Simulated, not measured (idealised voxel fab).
Title: Process Module voxel double patterning
We display cut, a cross-section 260 nm in width whose square cells are each 5 nm.
In what follows, cross-sections appear as grids of square cells, described through bands that run from the top down, where every band is one or more rows of cells.
Within each band entry, the heights of the top and of the bottom of the band appear first, in that order and in nm; the materials of the band then follow from left to right, each with its corresponding width in nm. The designation "edge to edge" on a single material indicates that it fills the band from edge to edge; the designation "empty" indicates empty space.
Counting heights begins at 0, where everything beneath is, in the wafer as received, one material. The lowest band has no bottom; it goes on downwards, as "0 nm and below" shows.
You'd read "30->40" like this: the band's top row of cells is as wide as the first number, its bottom row is as wide as the second, and going down, every row changes width by the same amount as the row before did.
"same as before" (step): cross-section cells unchanged, all of them.
Reported under the label "Fully sealed voids" are the empty spaces having no open way to the top and comprising 8 cells or more; the notation for each is width x height at distance, in which the distance is measured from the left edge and all three values are in nm.
Where a step's line continues beyond its settings, the continuation is a remark by the simulator itself on that step.
overlay nm: step with mask; distance mask lay right of planned place; negative value = left of planned place.
Pairs follow: section before one process step, section after it down to the lowest changed band, step with settings underneath. Pairs may come from different runs of this module on the same starting wafer; continuity with the pair above only as stated in the "Pre-step profile" entry.

-- Pre-step profile
- 0 nm and below = Si edge to edge
- Fully sealed voids: none

-- Step Outcome
- 10 nm to 0 nm = SiN edge to edge
- Anything lower than 0 is untouched.
- Fully sealed voids: none
Between the two cross-sections above, the process step reads CONFORMAL_DEP | material SiN | thk nm 10

Pre-step profile: equal to the after panel directly above.

-- Step Outcome
- 25 nm to 10 nm = SiO2 edge to edge
- Anything lower than 10 is untouched.
- Fully sealed voids: none
Between the two cross-sections above, the process step reads DIRECTIONAL_DEP | material SiO2 | thk nm 15

Pre-step profile: equal to the after panel directly above.

-- Step Outcome
- 35 nm to 25 nm = SiCN edge to edge
- Anything lower than 25 is untouched.
- Fully sealed voids: none
Between the two cross-sections above, the process step reads DIRECTIONAL_DEP | material SiCN | thk nm 10

Pre-step profile: equal to the after panel directly above.

-- Step Outcome
- 50 nm to 35 nm = 95 resist / 15 empty / 35 resist / 15 empty / 100 resist
- Anything lower than 35 is untouched.
- Fully sealed voids: none
Between the two cross-sections above, the process step reads PATTERN | tone open | mask id FIRST | material resist | width nm 15 | pitch nm 50 | thk nm 15 | overlay nm 0

Pre-step profile: equal to the after panel directly above.

-- Step Outcome
- 50 nm to 35 nm = 95 resist / 15 empty / 35 resist / 15 empty / 100 resist
- 35 nm to 25 nm = 95 SiCN / 15 empty / 35 SiCN / 15 empty / 100 SiCN
- Anything lower than 25 is untouched.
- Fully sealed voids: none
Between the two cross-sections above, the process step reads DIRECTIONAL_ETCH | etch materials SiCN | depth nm 10

Pre-step profile: equal to the after panel directly above.

-- Step Outcome
- 35 nm to 25 nm = 95 SiCN / 15 empty / 35 SiCN / 15 empty / 100 SiCN
- Anything lower than 25 is untouched.
- Fully sealed voids: none
Between the two cross-sections above, the process step reads STRIP | etch materials resist

Pre-step profile: equal to the after panel directly above.

-- Step Outcome
- 50 nm to 40 nm = 95 aC / 15 empty / 35 aC / 15 empty / 100 aC
- 40 nm to 35 nm = aC edge to edge
- 35 nm to 25 nm = 95 SiCN / 15 aC / 35 SiCN / 15 aC / 100 SiCN
- Anything lower than 25 is untouched.
- Fully sealed voids: none
Between the two cross-sections above, the process step reads DIRECTIONAL_DEP | material aC | thk nm 15

Pre-step profile: equal to the after panel directly above.

-- Step Outcome
- 85 nm to 50 nm = 120 resist / 15 empty / 125 resist
- 50 nm to 40 nm = 95 aC / 15 resist / 35 aC / 15 resist / 100 aC
- Anything lower than 40 is untouched.
- Fully sealed voids: none
Between the two cross-sections above, the process step reads PATTERN | tone open | mask id SECOND | material resist | width nm 15 | thk nm 35 | overlay nm 0

Pre-step profile: equal to the after panel directly above.

-- Step Outcome
- 70 nm to 50 nm = 120 resist / 15 empty / 125 resist
- 50 nm to 40 nm = 95 aC / 15 resist / 10 aC / 15 empty / 10 aC / 15 resist / 100 aC
- 40 nm to 35 nm = 120 aC / 15 empty / 125 aC
- Anything lower than 35 is untouched.
- Fully sealed voids: none
Between the two cross-sections above, the process step reads DIRECTIONAL_ETCH | etch materials aC | depth nm 15

Pre-step profile: equal to the after panel directly above.

-- Step Outcome
- 50 nm to 40 nm = 95 aC / 15 empty / 10 aC / 15 empty / 10 aC / 15 empty / 100 aC
- Anything lower than 40 is untouched.
- Fully sealed voids: none
Between the two cross-sections above, the process step reads STRIP | etch materials resist

Pre-step profile: equal to the after panel directly above.

-- Step Outcome
- 50 nm to 40 nm = 95 aC / 15 empty / 10 aC / 15 empty / 10 aC / 15 empty / 100 aC
- 40 nm to 35 nm = 120 aC / 15 empty / 125 aC
- 35 nm to 25 nm = 95 SiCN / 15 aC / 10 SiCN / 15 empty / 10 SiCN / 15 aC / 100 SiCN
- Anything lower than 25 is untouched.
- Fully sealed voids: none
Between the two cross-sections above, the process step reads DIRECTIONAL_ETCH | etch materials SiCN | depth nm 10

Pre-step profile: equal to the after panel directly above.

-- Step Outcome
- 35 nm to 25 nm = 95 SiCN / 15 empty / 10 SiCN / 15 empty / 10 SiCN / 15 empty / 100 SiCN
- Anything lower than 25 is untouched.
- Fully sealed voids: none
Between the two cross-sections above, the process step reads STRIP | etch materials aC

Pre-step profile: equal to the after panel directly above.

-- Step Outcome
- 35 nm to 25 nm = 95 SiCN / 15 empty / 10 SiCN / 15 empty / 10 SiCN / 15 empty / 100 SiCN
- 25 nm to 10 nm = 95 SiO2 / 15 empty / 10 SiO2 / 15 empty / 10 SiO2 / 15 empty / 100 SiO2
- Anything lower than 10 is untouched.
- Fully sealed voids: none
Between the two cross-sections above, the process step reads DIRECTIONAL_ETCH | etch materials SiO2 | depth nm 15

Pre-step profile: equal to the after panel directly above.

-- Step Outcome
- 25 nm to 10 nm = 95 SiO2 / 15 empty / 10 SiO2 / 15 empty / 10 SiO2 / 15 empty / 100 SiO2
- Anything lower than 10 is untouched.
- Fully sealed voids: none
Between the two cross-sections above, the process step reads STRIP | etch materials SiCN

-- Pre-step profile
- 0 nm and below = Si edge to edge
- Fully sealed voids: none

-- Step Outcome
- 15 nm to 0 nm = SiO2 edge to edge
- Anything lower than 0 is untouched.
- Fully sealed voids: none
Between the two cross-sections above, the process step reads DIRECTIONAL_DEP | material SiO2 | thk nm 15

Pre-step profile: equal to the after panel directly above.

-- Step Outcome
- 25 nm to 15 nm = SiCN edge to edge
- Anything lower than 15 is untouched.
- Fully sealed voids: none
Between the two cross-sections above, the process step reads DIRECTIONAL_DEP | material SiCN | thk nm 10

Pre-step profile: equal to the after panel directly above.

-- Step Outcome
- 40 nm to 25 nm = 95 resist / 15 empty / 35 resist / 15 empty / 100 resist
- Anything lower than 25 is untouched.
- Fully sealed voids: none
Between the two cross-sections above, the process step reads PATTERN | tone open | mask id FIRST | material resist | width nm 15 | pitch nm 50 | thk nm 15 | overlay nm 0

Pre-step profile: equal to the after panel directly above.

-- Step Outcome
- 40 nm to 25 nm = 95 resist / 15 empty / 35 resist / 15 empty / 100 resist
- 25 nm to 15 nm = 95 SiCN / 15 empty / 35 SiCN / 15 empty / 100 SiCN
- Anything lower than 15 is untouched.
- Fully sealed voids: none
Between the two cross-sections above, the process step reads DIRECTIONAL_ETCH | etch materials SiCN | depth nm 10

Pre-step profile: equal to the after panel directly above.

-- Step Outcome
- 25 nm to 15 nm = 95 SiCN / 15 empty / 35 SiCN / 15 empty / 100 SiCN
- Anything lower than 15 is untouched.
- Fully sealed voids: none
Between the two cross-sections above, the process step reads STRIP | etch materials resist

Pre-step profile: equal to the after panel directly above.

-- Step Outcome
- 40 nm to 30 nm = 95 aC / 15 empty / 35 aC / 15 empty / 100 aC
- 30 nm to 25 nm = aC edge to edge
- 25 nm to 15 nm = 95 SiCN / 15 aC / 35 SiCN / 15 aC / 100 SiCN
- Anything lower than 15 is untouched.
- Fully sealed voids: none
Between the two cross-sections above, the process step reads DIRECTIONAL_DEP | material aC | thk nm 15

Pre-step profile: equal to the after panel directly above.

-- Step Outcome
- 75 nm to 40 nm = 120 resist / 15 empty / 125 resist
- 40 nm to 30 nm = 95 aC / 15 resist / 35 aC / 15 resist / 100 aC
- Anything lower than 30 is untouched.
- Fully sealed voids: none
Between the two cross-sections above, the process step reads PATTERN | tone open | mask id SECOND | material resist | width nm 15 | thk nm 35 | overlay nm 0

Pre-step profile: equal to the after panel directly above.

-- Step Outcome
- 60 nm to 40 nm = 120 resist / 15 empty / 125 resist
- 40 nm to 30 nm = 95 aC / 15 resist / 10 aC / 15 empty / 10 aC / 15 resist / 100 aC
- 30 nm to 25 nm = 120 aC / 15 empty / 125 aC
- Anything lower than 25 is untouched.
- Fully sealed voids: none
Between the two cross-sections above, the process step reads DIRECTIONAL_ETCH | etch materials aC | depth nm 15

Pre-step profile: equal to the after panel directly above.

-- Step Outcome
- 40 nm to 30 nm = 95 aC / 15 empty / 10 aC / 15 empty / 10 aC / 15 empty / 100 aC
- Anything lower than 30 is untouched.
- Fully sealed voids: none
Between the two cross-sections above, the process step reads STRIP | etch materials resist

Pre-step profile: equal to the after panel directly above.

-- Step Outcome
- 40 nm to 30 nm = 95 aC / 15 empty / 10 aC / 15 empty / 10 aC / 15 empty / 100 aC
- 30 nm to 25 nm = 120 aC / 15 empty / 125 aC
- 25 nm to 15 nm = 95 SiCN / 15 aC / 10 SiCN / 15 empty / 10 SiCN / 15 aC / 100 SiCN
- Anything lower than 15 is untouched.
- Fully sealed voids: none
Between the two cross-sections above, the process step reads DIRECTIONAL_ETCH | etch materials SiCN | depth nm 10

Pre-step profile: equal to the after panel directly above.

-- Step Outcome
- 25 nm to 15 nm = 95 SiCN / 15 empty / 10 SiCN / 15 empty / 10 SiCN / 15 empty / 100 SiCN
- Anything lower than 15 is untouched.
- Fully sealed voids: none
Between the two cross-sections above, the process step reads STRIP | etch materials aC

Pre-step profile: equal to the after panel directly above.

-- Step Outcome
- 25 nm to 15 nm = 95 SiCN / 15 empty / 10 SiCN / 15 empty / 10 SiCN / 15 empty / 100 SiCN
- 15 nm to 0 nm = 95 SiO2 / 15 empty / 10 SiO2 / 15 empty / 10 SiO2 / 15 empty / 100 SiO2
- Anything lower than 0 is untouched.
- Fully sealed voids: none
Between the two cross-sections above, the process step reads DIRECTIONAL_ETCH | etch materials SiO2 | depth nm 15

Pre-step profile: equal to the after panel directly above.

-- Step Outcome
- 15 nm to 0 nm = 95 SiO2 / 15 empty / 10 SiO2 / 15 empty / 10 SiO2 / 15 empty / 100 SiO2
- Anything lower than 0 is untouched.
- Fully sealed voids: none
Between the two cross-sections above, the process step reads STRIP | etch materials SiCN

-- Pre-step profile
- 25 nm to 10 nm = SiO2 edge to edge
- 10 nm to 0 nm = SiN edge to edge
- 0 nm and below = Si edge to edge
- Fully sealed voids: none

-- Step Outcome
- 40 nm to 10 nm = SiO2 edge to edge
- Anything lower than 10 is untouched.
- Fully sealed voids: none
Between the two cross-sections above, the process step reads DIRECTIONAL_DEP | material SiO2 | thk nm 15

Pre-step profile: equal to the after panel directly above.

-- Step Outcome
- 50 nm to 40 nm = SiCN edge to edge
- Anything lower than 40 is untouched.
- Fully sealed voids: none
Between the two cross-sections above, the process step reads DIRECTIONAL_DEP | material SiCN | thk nm 10

Pre-step profile: equal to the after panel directly above.

-- Step Outcome
- 65 nm to 50 nm = 95 resist / 15 empty / 35 resist / 15 empty / 100 resist
- Anything lower than 50 is untouched.
- Fully sealed voids: none
Between the two cross-sections above, the process step reads PATTERN | tone open | mask id FIRST | material resist | width nm 15 | pitch nm 50 | thk nm 15 | overlay nm 0

Pre-step profile: equal to the after panel directly above.

-- Step Outcome
- 65 nm to 50 nm = 95 resist / 15 empty / 35 resist / 15 empty / 100 resist
- 50 nm to 40 nm = 95 SiCN / 15 empty / 35 SiCN / 15 empty / 100 SiCN
- Anything lower than 40 is untouched.
- Fully sealed voids: none
Between the two cross-sections above, the process step reads DIRECTIONAL_ETCH | etch materials SiCN | depth nm 10

Pre-step profile: equal to the after panel directly above.

-- Step Outcome
- 50 nm to 40 nm = 95 SiCN / 15 empty / 35 SiCN / 15 empty / 100 SiCN
- Anything lower than 40 is untouched.
- Fully sealed voids: none
Between the two cross-sections above, the process step reads STRIP | etch materials resist

Pre-step profile: equal to the after panel directly above.

-- Step Outcome
- 65 nm to 55 nm = 95 aC / 15 empty / 35 aC / 15 empty / 100 aC
- 55 nm to 50 nm = aC edge to edge
- 50 nm to 40 nm = 95 SiCN / 15 aC / 35 SiCN / 15 aC / 100 SiCN
- Anything lower than 40 is untouched.
- Fully sealed voids: none
Between the two cross-sections above, the process step reads DIRECTIONAL_DEP | material aC | thk nm 15

Pre-step profile: equal to the after panel directly above.

-- Step Outcome
- 100 nm to 65 nm = 120 resist / 15 empty / 125 resist
- 65 nm to 55 nm = 95 aC / 15 resist / 35 aC / 15 resist / 100 aC
- Anything lower than 55 is untouched.
- Fully sealed voids: none
Between the two cross-sections above, the process step reads PATTERN | tone open | mask id SECOND | material resist | width nm 15 | thk nm 35 | overlay nm 0

Pre-step profile: equal to the after panel directly above.

-- Step Outcome
- 85 nm to 65 nm = 120 resist / 15 empty / 125 resist
- 65 nm to 55 nm = 95 aC / 15 resist / 10 aC / 15 empty / 10 aC / 15 resist / 100 aC
- 55 nm to 50 nm = 120 aC / 15 empty / 125 aC
- Anything lower than 50 is untouched.
- Fully sealed voids: none
Between the two cross-sections above, the process step reads DIRECTIONAL_ETCH | etch materials aC | depth nm 15

Pre-step profile: equal to the after panel directly above.

-- Step Outcome
- 65 nm to 55 nm = 95 aC / 15 empty / 10 aC / 15 empty / 10 aC / 15 empty / 100 aC
- Anything lower than 55 is untouched.
- Fully sealed voids: none
Between the two cross-sections above, the process step reads STRIP | etch materials resist

Pre-step profile: equal to the after panel directly above.

-- Step Outcome
- 65 nm to 55 nm = 95 aC / 15 empty / 10 aC / 15 empty / 10 aC / 15 empty / 100 aC
- 55 nm to 50 nm = 120 aC / 15 empty / 125 aC
- 50 nm to 40 nm = 95 SiCN / 15 aC / 10 SiCN / 15 empty / 10 SiCN / 15 aC / 100 SiCN
- Anything lower than 40 is untouched.
- Fully sealed voids: none
Between the two cross-sections above, the process step reads DIRECTIONAL_ETCH | etch materials SiCN | depth nm 10

Pre-step profile: equal to the after panel directly above.

-- Step Outcome
- 50 nm to 40 nm = 95 SiCN / 15 empty / 10 SiCN / 15 empty / 10 SiCN / 15 empty / 100 SiCN
- Anything lower than 40 is untouched.
- Fully sealed voids: none
Between the two cross-sections above, the process step reads STRIP | etch materials aC

Pre-step profile: equal to the after panel directly above.

-- Step Outcome
- 50 nm to 40 nm = 95 SiCN / 15 empty / 10 SiCN / 15 empty / 10 SiCN / 15 empty / 100 SiCN
- 40 nm to 25 nm = 95 SiO2 / 15 empty / 10 SiO2 / 15 empty / 10 SiO2 / 15 empty / 100 SiO2
- Anything lower than 25 is untouched.
- Fully sealed voids: none
Between the two cross-sections above, the process step reads DIRECTIONAL_ETCH | etch materials SiO2 | depth nm 15

Pre-step profile: equal to the after panel directly above.

-- Step Outcome
- 40 nm to 25 nm = 95 SiO2 / 15 empty / 10 SiO2 / 15 empty / 10 SiO2 / 15 empty / 100 SiO2
- Anything lower than 25 is untouched.
- Fully sealed voids: none
Between the two cross-sections above, the process step reads STRIP | etch materials SiCN

-- Pre-step profile
- 15 nm to 0 nm = SiO2 edge to edge
- 0 nm and below = Si edge to edge
- Fully sealed voids: none

-- Step Outcome
- 25 nm to 15 nm = SiN edge to edge
- Anything lower than 15 is untouched.
- Fully sealed voids: none
Between the two cross-sections above, the process step reads CONFORMAL_DEP | material SiN | thk nm 10

Pre-step profile: equal to the after panel directly above.

-- Step Outcome
- 35 nm to 25 nm = SiCN edge to edge
- Anything lower than 25 is untouched.
- Fully sealed voids: none
Between the two cross-sections above, the process step reads DIRECTIONAL_DEP | material SiCN | thk nm 10

Pre-step profile: equal to the after panel directly above.

-- Step Outcome
- 50 nm to 35 nm = 95 resist / 15 empty / 35 resist / 15 empty / 100 resist
- Anything lower than 35 is untouched.
- Fully sealed voids: none
Between the two cross-sections above, the process step reads PATTERN | tone open | mask id FIRST | material resist | width nm 15 | pitch nm 50 | thk nm 15 | overlay nm 0

Pre-step profile: equal to the after panel directly above.

-- Step Outcome
- 50 nm to 35 nm = 95 resist / 15 empty / 35 resist / 15 empty / 100 resist
- 35 nm to 25 nm = 95 SiCN / 15 empty / 35 SiCN / 15 empty / 100 SiCN
- Anything lower than 25 is untouched.
- Fully sealed voids: none
Between the two cross-sections above, the process step reads DIRECTIONAL_ETCH | etch materials SiCN | depth nm 10

Pre-step profile: equal to the after panel directly above.

-- Step Outcome
- 35 nm to 25 nm = 95 SiCN / 15 empty / 35 SiCN / 15 empty / 100 SiCN
- Anything lower than 25 is untouched.
- Fully sealed voids: none
Between the two cross-sections above, the process step reads STRIP | etch materials resist

Pre-step profile: equal to the after panel directly above.

-- Step Outcome
- 50 nm to 40 nm = 95 aC / 15 empty / 35 aC / 15 empty / 100 aC
- 40 nm to 35 nm = aC edge to edge
- 35 nm to 25 nm = 95 SiCN / 15 aC / 35 SiCN / 15 aC / 100 SiCN
- Anything lower than 25 is untouched.
- Fully sealed voids: none
Between the two cross-sections above, the process step reads DIRECTIONAL_DEP | material aC | thk nm 15

Pre-step profile: equal to the after panel directly above.

-- Step Outcome
- 85 nm to 50 nm = 120 resist / 15 empty / 125 resist
- 50 nm to 40 nm = 95 aC / 15 resist / 35 aC / 15 resist / 100 aC
- Anything lower than 40 is untouched.
- Fully sealed voids: none
Between the two cross-sections above, the process step reads PATTERN | tone open | mask id SECOND | material resist | width nm 15 | thk nm 35 | overlay nm 0

Pre-step profile: equal to the after panel directly above.

-- Step Outcome
- 70 nm to 50 nm = 120 resist / 15 empty / 125 resist
- 50 nm to 40 nm = 95 aC / 15 resist / 10 aC / 15 empty / 10 aC / 15 resist / 100 aC
- 40 nm to 35 nm = 120 aC / 15 empty / 125 aC
- Anything lower than 35 is untouched.
- Fully sealed voids: none
Between the two cross-sections above, the process step reads DIRECTIONAL_ETCH | etch materials aC | depth nm 15

Pre-step profile: equal to the after panel directly above.

-- Step Outcome
- 50 nm to 40 nm = 95 aC / 15 empty / 10 aC / 15 empty / 10 aC / 15 empty / 100 aC
- Anything lower than 40 is untouched.
- Fully sealed voids: none
Between the two cross-sections above, the process step reads STRIP | etch materials resist

Pre-step profile: equal to the after panel directly above.

-- Step Outcome
- 50 nm to 40 nm = 95 aC / 15 empty / 10 aC / 15 empty / 10 aC / 15 empty / 100 aC
- 40 nm to 35 nm = 120 aC / 15 empty / 125 aC
- 35 nm to 25 nm = 95 SiCN / 15 aC / 10 SiCN / 15 empty / 10 SiCN / 15 aC / 100 SiCN
- Anything lower than 25 is untouched.
- Fully sealed voids: none
Between the two cross-sections above, the process step reads DIRECTIONAL_ETCH | etch materials SiCN | depth nm 10

Pre-step profile: equal to the after panel directly above.

-- Step Outcome
- 35 nm to 25 nm = 95 SiCN / 15 empty / 10 SiCN / 15 empty / 10 SiCN / 15 empty / 100 SiCN
- Anything lower than 25 is untouched.
- Fully sealed voids: none
Between the two cross-sections above, the process step reads STRIP | etch materials aC

Pre-step profile: equal to the after panel directly above.

-- Step Outcome
- 25 nm to 15 nm = SiN edge to edge
- Anything lower than 15 is untouched.
- Fully sealed voids: none
Between the two cross-sections above, the process step reads STRIP | etch materials SiCN

-- Pre-step profile
- 35 nm to 25 nm = 95 SiCN / 15 empty / 10 SiCN / 15 empty / 10 SiCN / 15 empty / 100 SiCN
- 25 nm to 10 nm = SiO2 edge to edge
- 10 nm to 0 nm = SiN edge to edge
- 0 nm and below = Si edge to edge
- Fully sealed voids: none

-- Step Outcome
- 35 nm to 25 nm = 95 SiCN / 15 empty / 10 SiCN / 15 empty / 10 SiCN / 15 empty / 100 SiCN
- 25 nm to 20 nm = 95 SiO2 / 15 empty / 10 SiO2 / 15 empty / 10 SiO2 / 15 empty / 100 SiO2
- Anything lower than 20 is untouched.
- Fully sealed voids: none
Between the two cross-sections above, the process step reads DIRECTIONAL_ETCH | etch materials SiO2 | depth nm 5

Pre-step profile: equal to the after panel directly above.

-- Step Outcome
- 25 nm to 20 nm = 95 SiO2 / 15 empty / 10 SiO2 / 15 empty / 10 SiO2 / 15 empty / 100 SiO2
- Anything lower than 20 is untouched.
- Fully sealed voids: none
Between the two cross-sections above, the process step reads STRIP | etch materials SiCN

-- Pre-step profile
- 35 nm to 25 nm = SiCN edge to edge
- 25 nm to 10 nm = SiO2 edge to edge
- 10 nm to 0 nm = SiN edge to edge
- 0 nm and below = Si edge to edge
- Fully sealed voids: none

-- Step Outcome
- 50 nm to 35 nm = 90 resist / 25 empty / 25 resist / 25 empty / 95 resist
- Anything lower than 35 is untouched.
- Fully sealed voids: none
Between the two cross-sections above, the process step reads PATTERN | tone open | mask id FIRST | material resist | width nm 25 | pitch nm 50 | thk nm 15 | overlay nm 0

Pre-step profile: equal to the after panel directly above.

-- Step Outcome
- 50 nm to 35 nm = 90 resist / 25 empty / 25 resist / 25 empty / 95 resist
- 35 nm to 25 nm = 90 SiCN / 25 empty / 25 SiCN / 25 empty / 95 SiCN
- Anything lower than 25 is untouched.
- Fully sealed voids: none
Between the two cross-sections above, the process step reads DIRECTIONAL_ETCH | etch materials SiCN | depth nm 10

Pre-step profile: equal to the after panel directly above.

-- Step Outcome
- 35 nm to 25 nm = 90 SiCN / 25 empty / 25 SiCN / 25 empty / 95 SiCN
- Anything lower than 25 is untouched.
- Fully sealed voids: none
Between the two cross-sections above, the process step reads STRIP | etch materials resist

Pre-step profile: equal to the after panel directly above.

-- Step Outcome
- 50 nm to 40 nm = 90 aC / 25 empty / 25 aC / 25 empty / 95 aC
- 40 nm to 35 nm = aC edge to edge
- 35 nm to 25 nm = 90 SiCN / 25 aC / 25 SiCN / 25 aC / 95 SiCN
- Anything lower than 25 is untouched.
- Fully sealed voids: none
Between the two cross-sections above, the process step reads DIRECTIONAL_DEP | material aC | thk nm 15

Pre-step profile: equal to the after panel directly above.

-- Step Outcome
- 85 nm to 50 nm = 120 resist / 15 empty / 125 resist
- 50 nm to 40 nm = 90 aC / 25 resist / 25 aC / 25 resist / 95 aC
- Anything lower than 40 is untouched.
- Fully sealed voids: none
Between the two cross-sections above, the process step reads PATTERN | tone open | mask id SECOND | material resist | width nm 15 | thk nm 35 | overlay nm 0

Pre-step profile: equal to the after panel directly above.

-- Step Outcome
- 70 nm to 50 nm = 120 resist / 15 empty / 125 resist
- 50 nm to 40 nm = 90 aC / 25 resist / 5 aC / 15 empty / 5 aC / 25 resist / 95 aC
- 40 nm to 35 nm = 120 aC / 15 empty / 125 aC
- Anything lower than 35 is untouched.
- Fully sealed voids: none
Between the two cross-sections above, the process step reads DIRECTIONAL_ETCH | etch materials aC | depth nm 15

Pre-step profile: equal to the after panel directly above.

-- Step Outcome
- 50 nm to 40 nm = 90 aC / 25 empty / 5 aC / 15 empty / 5 aC / 25 empty / 95 aC
- Anything lower than 40 is untouched.
- Fully sealed voids: none
Between the two cross-sections above, the process step reads STRIP | etch materials resist

Pre-step profile: equal to the after panel directly above.

-- Step Outcome
- 50 nm to 40 nm = 90 aC / 25 empty / 5 aC / 15 empty / 5 aC / 25 empty / 95 aC
- 40 nm to 35 nm = 120 aC / 15 empty / 125 aC
- 35 nm to 25 nm = 90 SiCN / 25 aC / 5 SiCN / 15 empty / 5 SiCN / 25 aC / 95 SiCN
- Anything lower than 25 is untouched.
- Fully sealed voids: none
Between the two cross-sections above, the process step reads DIRECTIONAL_ETCH | etch materials SiCN | depth nm 10

Pre-step profile: equal to the after panel directly above.

-- Step Outcome
- 35 nm to 25 nm = 90 SiCN / 25 empty / 5 SiCN / 15 empty / 5 SiCN / 25 empty / 95 SiCN
- Anything lower than 25 is untouched.
- Fully sealed voids: none
Between the two cross-sections above, the process step reads STRIP | etch materials aC

Pre-step profile: equal to the after panel directly above.

-- Step Outcome
- 35 nm to 25 nm = 90 SiCN / 25 empty / 5 SiCN / 15 empty / 5 SiCN / 25 empty / 95 SiCN
- 25 nm to 10 nm = 90 SiO2 / 25 empty / 5 SiO2 / 15 empty / 5 SiO2 / 25 empty / 95 SiO2
- Anything lower than 10 is untouched.
- Fully sealed voids: none
Between the two cross-sections above, the process step reads DIRECTIONAL_ETCH | etch materials SiO2 | depth nm 15

Pre-step profile: equal to the after panel directly above.

-- Step Outcome
- 25 nm to 10 nm = 90 SiO2 / 25 empty / 5 SiO2 / 15 empty / 5 SiO2 / 25 empty / 95 SiO2
- Anything lower than 10 is untouched.
- Fully sealed voids: none
Between the two cross-sections above, the process step reads STRIP | etch materials SiCN

-- Pre-step profile
- 35 nm to 25 nm = SiCN edge to edge
- 25 nm to 10 nm = SiO2 edge to edge
- 10 nm to 0 nm = SiN edge to edge
- 0 nm and below = Si edge to edge
- Fully sealed voids: none

-- Step Outcome
- 50 nm to 35 nm = 100 resist / 15 empty / 35 resist / 15 empty / 95 resist
- Anything lower than 35 is untouched.
- Fully sealed voids: none
Between the two cross-sections above, the process step reads PATTERN | tone open | mask id FIRST | material resist | width nm 15 | pitch nm 50 | thk nm 15 | overlay nm 5

Pre-step profile: equal to the after panel directly above.

-- Step Outcome
- 50 nm to 35 nm = 100 resist / 15 empty / 35 resist / 15 empty / 95 resist
- 35 nm to 25 nm = 100 SiCN / 15 empty / 35 SiCN / 15 empty / 95 SiCN
- Anything lower than 25 is untouched.
- Fully sealed voids: none
Between the two cross-sections above, the process step reads DIRECTIONAL_ETCH | etch materials SiCN | depth nm 10

Pre-step profile: equal to the after panel directly above.

-- Step Outcome
- 35 nm to 25 nm = 100 SiCN / 15 empty / 35 SiCN / 15 empty / 95 SiCN
- Anything lower than 25 is untouched.
- Fully sealed voids: none
Between the two cross-sections above, the process step reads STRIP | etch materials resist

Pre-step profile: equal to the after panel directly above.

-- Step Outcome
- 50 nm to 40 nm = 100 aC / 15 empty / 35 aC / 15 empty / 95 aC
- 40 nm to 35 nm = aC edge to edge
- 35 nm to 25 nm = 100 SiCN / 15 aC / 35 SiCN / 15 aC / 95 SiCN
- Anything lower than 25 is untouched.
- Fully sealed voids: none
Between the two cross-sections above, the process step reads DIRECTIONAL_DEP | material aC | thk nm 15

Pre-step profile: equal to the after panel directly above.

-- Step Outcome
- 85 nm to 50 nm = 120 resist / 15 empty / 125 resist
- 50 nm to 40 nm = 100 aC / 15 resist / 35 aC / 15 resist / 95 aC
- Anything lower than 40 is untouched.
- Fully sealed voids: none
Between the two cross-sections above, the process step reads PATTERN | tone open | mask id SECOND | material resist | width nm 15 | thk nm 35 | overlay nm 0

Pre-step profile: equal to the after panel directly above.

-- Step Outcome
- 70 nm to 50 nm = 120 resist / 15 empty / 125 resist
- 50 nm to 40 nm = 100 aC / 15 resist / 5 aC / 15 empty / 15 aC / 15 resist / 95 aC
- 40 nm to 35 nm = 120 aC / 15 empty / 125 aC
- Anything lower than 35 is untouched.
- Fully sealed voids: none
Between the two cross-sections above, the process step reads DIRECTIONAL_ETCH | etch materials aC | depth nm 15

Pre-step profile: equal to the after panel directly above.

-- Step Outcome
- 50 nm to 40 nm = 100 aC / 15 empty / 5 aC / 15 empty / 15 aC / 15 empty / 95 aC
- Anything lower than 40 is untouched.
- Fully sealed voids: none
Between the two cross-sections above, the process step reads STRIP | etch materials resist

Pre-step profile: equal to the after panel directly above.

-- Step Outcome
- 50 nm to 40 nm = 100 aC / 15 empty / 5 aC / 15 empty / 15 aC / 15 empty / 95 aC
- 40 nm to 35 nm = 120 aC / 15 empty / 125 aC
- 35 nm to 25 nm = 100 SiCN / 15 aC / 5 SiCN / 15 empty / 15 SiCN / 15 aC / 95 SiCN
- Anything lower than 25 is untouched.
- Fully sealed voids: none
Between the two cross-sections above, the process step reads DIRECTIONAL_ETCH | etch materials SiCN | depth nm 10

Pre-step profile: equal to the after panel directly above.

-- Step Outcome
- 35 nm to 25 nm = 100 SiCN / 15 empty / 5 SiCN / 15 empty / 15 SiCN / 15 empty / 95 SiCN
- Anything lower than 25 is untouched.
- Fully sealed voids: none
Between the two cross-sections above, the process step reads STRIP | etch materials aC

Pre-step profile: equal to the after panel directly above.

-- Step Outcome
- 35 nm to 25 nm = 100 SiCN / 15 empty / 5 SiCN / 15 empty / 15 SiCN / 15 empty / 95 SiCN
- 25 nm to 10 nm = 100 SiO2 / 15 empty / 5 SiO2 / 15 empty / 15 SiO2 / 15 empty / 95 SiO2
- Anything lower than 10 is untouched.
- Fully sealed voids: none
Between the two cross-sections above, the process step reads DIRECTIONAL_ETCH | etch materials SiO2 | depth nm 15

Pre-step profile: equal to the after panel directly above.

-- Step Outcome
- 25 nm to 10 nm = 100 SiO2 / 15 empty / 5 SiO2 / 15 empty / 15 SiO2 / 15 empty / 95 SiO2
- Anything lower than 10 is untouched.
- Fully sealed voids: none
Between the two cross-sections above, the process step reads STRIP | etch materials SiCN

-- Pre-step profile
- 0 nm and below = Si edge to edge
- Fully sealed voids: none

-- Step Outcome
- 10 nm to 0 nm = aC edge to edge
- Anything lower than 0 is untouched.
- Fully sealed voids: none
Between the two cross-sections above, the process step reads CONFORMAL_DEP | material aC | thk nm 10

Pre-step profile: equal to the after panel directly above.

-- Step Outcome
- 25 nm to 10 nm = SiO2 edge to edge
- Anything lower than 10 is untouched.
- Fully sealed voids: none
Between the two cross-sections above, the process step reads DIRECTIONAL_DEP | material SiO2 | thk nm 15

Pre-step profile: equal to the after panel directly above.

-- Step Outcome
- 35 nm to 25 nm = SiCN edge to edge
- Anything lower than 25 is untouched.
- Fully sealed voids: none
Between the two cross-sections above, the process step reads DIRECTIONAL_DEP | material SiCN | thk nm 10

Pre-step profile: equal to the after panel directly above.

-- Step Outcome
- 50 nm to 35 nm = 95 resist / 15 empty / 35 resist / 15 empty / 100 resist
- Anything lower than 35 is untouched.
- Fully sealed voids: none
Between the two cross-sections above, the process step reads PATTERN | tone open | mask id FIRST | material resist | width nm 15 | pitch nm 50 | thk nm 15 | overlay nm 0
